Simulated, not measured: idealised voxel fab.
The following is a process module called voxel transistor to metal.
Xsec cut, 205 nm wide, square cell size 5 nm.
For the purposes of this document, a cross-section shall be understood as a grid of square cells, specified as bands listed in top-to-bottom order, each band consisting of one or more rows of cells. Band: top and bottom heights (nm) first, top before bottom; then materials from left to right, widths in nm. "everywhere" marks a sole material filling the band edge to edge. "empty" denotes empty space. Convention: height 0 is the level below which the wafer, as received, is all one material. The lowest band does not terminate at the bottom but continues downward, represented as "0 -> down". It should be noted that a width expressed as "30..40" varies in equal increments from row to row of cells within the band, taking the value of the first number at the top row and that of the second number at the bottom row. No cell of the cross-section changed in a step that is given as "nothing was modified". Closed-off voids of 8+ cells (no open route to the top) go in "Fully sealed cavities", written width x height at distance from the left edge, in nm. It should be noted that, on the line of a given step, the content following the step's settings is a remark produced by the simulator itself with respect to that step. overlay nm: for a step with a mask, the amount by which the mask lay right of where it was planned; a negative amount means left of it.

Steps planned for the process
1 RECEIVE with material Si
2 CONFORMAL_DEP with material SiO2, thk nm 5
3 CONFORMAL_DEP with material SiN, thk nm 10
4 MASKED_ETCH with tone cover, mask id ACTIVE, width nm 110, etch materials SiN, depth nm 10, overlay nm 0
5 MASKED_ETCH with tone cover, mask id ACTIVE, width nm 110, etch materials SiO2, depth nm 5, overlay nm 0
6 MASKED_ETCH with tone cover, mask id ACTIVE, width nm 110, etch materials Si, depth nm 25, overlay nm 0
7 FILL_DEP with material SiO2, thk nm 15
8 CMP with height nm 15
9 SELECTIVE_ETCH with etch materials SiO2, depth nm 5
10 STRIP with etch materials SiN
11 SELECTIVE_ETCH with etch materials SiO2, depth nm 5
12 OXIDIZE with depth nm 5
13 DIRECTIONAL_DEP with material polySi, thk nm 20
14 DIRECTIONAL_DEP with material SiCN, thk nm 10
15 MASKED_ETCH with tone cover, mask id GATE, width nm 20, etch materials SiCN, depth nm 20, overlay nm 0
16 MASKED_ETCH with tone cover, mask id GATE, width nm 20, etch materials polySi, depth nm 30, overlay nm 0
17 CONFORMAL_DEP with material SiN, thk nm 10
18 DIRECTIONAL_ETCH with etch materials SiN, depth nm 10
19 DIRECTIONAL_ETCH with etch materials SiO2, depth nm 5
20 DIRECTIONAL_ETCH with etch materials Si, depth nm 5
21 EPI with material SiGe, thk nm 5
22 FILL_DEP with material SiO2, thk nm 5
23 CMP with height nm 30
24 DIRECTIONAL_DEP with material SiO2, thk nm 15
25 PATTERN with tone open, mask id CONTACT, material resist, width nm 20, pitch nm 80, thk nm 15, overlay nm 0
26 DIRECTIONAL_ETCH with etch materials SiO2, depth nm 50
27 STRIP with etch materials resist
28 CONFORMAL_DEP with material TiN, thk nm 5
29 FILL_DEP with material W, thk nm 5
30 CMP with height nm 45
31 CONFORMAL_DEP with material SiCN, thk nm 5
32 DIRECTIONAL_DEP with material lowk, thk nm 25
33 MASKED_ETCH with tone open, mask id METAL_1, width nm 20, pitch nm 80, etch materials lowk, depth nm 25, overlay nm 0
34 MASKED_ETCH with tone open, mask id METAL_1, width nm 20, pitch nm 80, etch materials SiCN, depth nm 5, overlay nm 0
35 CONFORMAL_DEP with material TiN, thk nm 5
36 FILL_DEP with material Cu, thk nm 10
37 CMP with height nm 75
38 CONFORMAL_DEP with material SiCN, thk nm 5
39 DIRECTIONAL_DEP with material SiO2, thk nm 30
40 MASKED_ETCH with tone open, mask id METAL_2, width nm 20, pitch nm 80, etch materials SiO2, depth nm 15, overlay nm 0
41 MASKED_ETCH with tone open, mask id METAL_2_HOLES, width nm 15, pitch nm 80, etch materials SiO2, depth nm 15, overlay nm 0
42 MASKED_ETCH with tone open, mask id METAL_2_HOLES, width nm 15, pitch nm 80, etch materials SiCN, depth nm 5, overlay nm 0
43 CONFORMAL_DEP with material TiN, thk nm 5
44 FILL_DEP with material Cu, thk nm 10
45 CMP with height nm 110
46 CONFORMAL_DEP with material SiCN, thk nm 5

Step 1 complete: cross-section of the wafer as received
  0 -> down: Si everywhere
  Fully sealed cavities: none

Result of the module, cross-sectioned: start per above, plan per above, one error in how it was run
  115 -> 110: SiCN everywhere
  110 -> 100: 50 of SiO2 | 5 of TiN | 10..5 of Cu | 5..10 of TiN | 60 of SiO2 | 5 of TiN | 10..5 of Cu | 5..10 of TiN | 55 of SiO2
  100 -> 85: 50 of SiO2 | 5 of TiN | 5 of Cu | 5 of TiN | 65 of SiO2 | 5 of TiN | 5 of Cu | 5 of TiN | 60 of SiO2
  85 -> 80: 50 of SiCN | 15 of TiN | 65 of SiCN | 15 of TiN | 60 of SiCN
  80 -> 75: 55 of TiN | 10 of Cu | 70 of TiN | 10 of Cu | 60 of TiN
  75 -> 50: 50 of lowk | 5 of TiN | 10 of Cu | 5 of TiN | 60 of lowk | 5 of TiN | 10 of Cu | 5 of TiN | 55 of lowk
  50 -> 45: 50 of SiCN | 20 of TiN | 60 of SiCN | 20 of TiN | 55 of SiCN
  45 -> 30: 50 of SiO2 | 5 of TiN | 10 of W | 5 of TiN | 60 of SiO2 | 5 of TiN | 10 of W | 5 of TiN | 55 of SiO2
  30 -> 20: 50 of SiO2 | 5 of TiN | 10 of W | 5 of TiN | 10 of SiO2 | 10 of SiN | 20 of SiCN | 10 of SiN | 10 of SiO2 | 5 of TiN | 10 of W | 5 of TiN | 55 of SiO2
  20 -> 5: 50 of SiO2 | 5 of TiN | 10 of W | 5 of TiN | 10 of SiO2 | 10 of SiN | 20 of polySi | 10 of SiN | 10 of SiO2 | 5 of TiN | 10 of W | 5 of TiN | 55 of SiO2
  5 -> 0: 40 of SiO2 | 10 of SiN | 10 of TiN | 5 of W | 5 of TiN | 10 of SiO2 | 10 of SiN | 20 of polySi | 10 of SiN | 10 of SiO2 | 5 of TiN | 5 of W | 10 of TiN | 10 of SiN | 45 of SiO2
  0 -> -5: 50 of SiO2 | 5 of SiGe | 15 of TiN | 5 of SiO2 | 5 of SiGe | 40 of SiO2 | 5 of SiGe | 5 of SiO2 | 15 of TiN | 5 of SiGe | 55 of SiO2
  -5 -> -10: 45 of SiO2 | 5 of Si | 30 of SiGe | 40 of Si | 30 of SiGe | 5 of Si | 50 of SiO2
  -10 -> -25: 45 of SiO2 | 110 of Si | 50 of SiO2
  -25 -> down: Si everywhere
  Fully sealed cavities: none
Processing error: for step 37, the planned setting was not used; the step was instead run as CMP with height nm 80
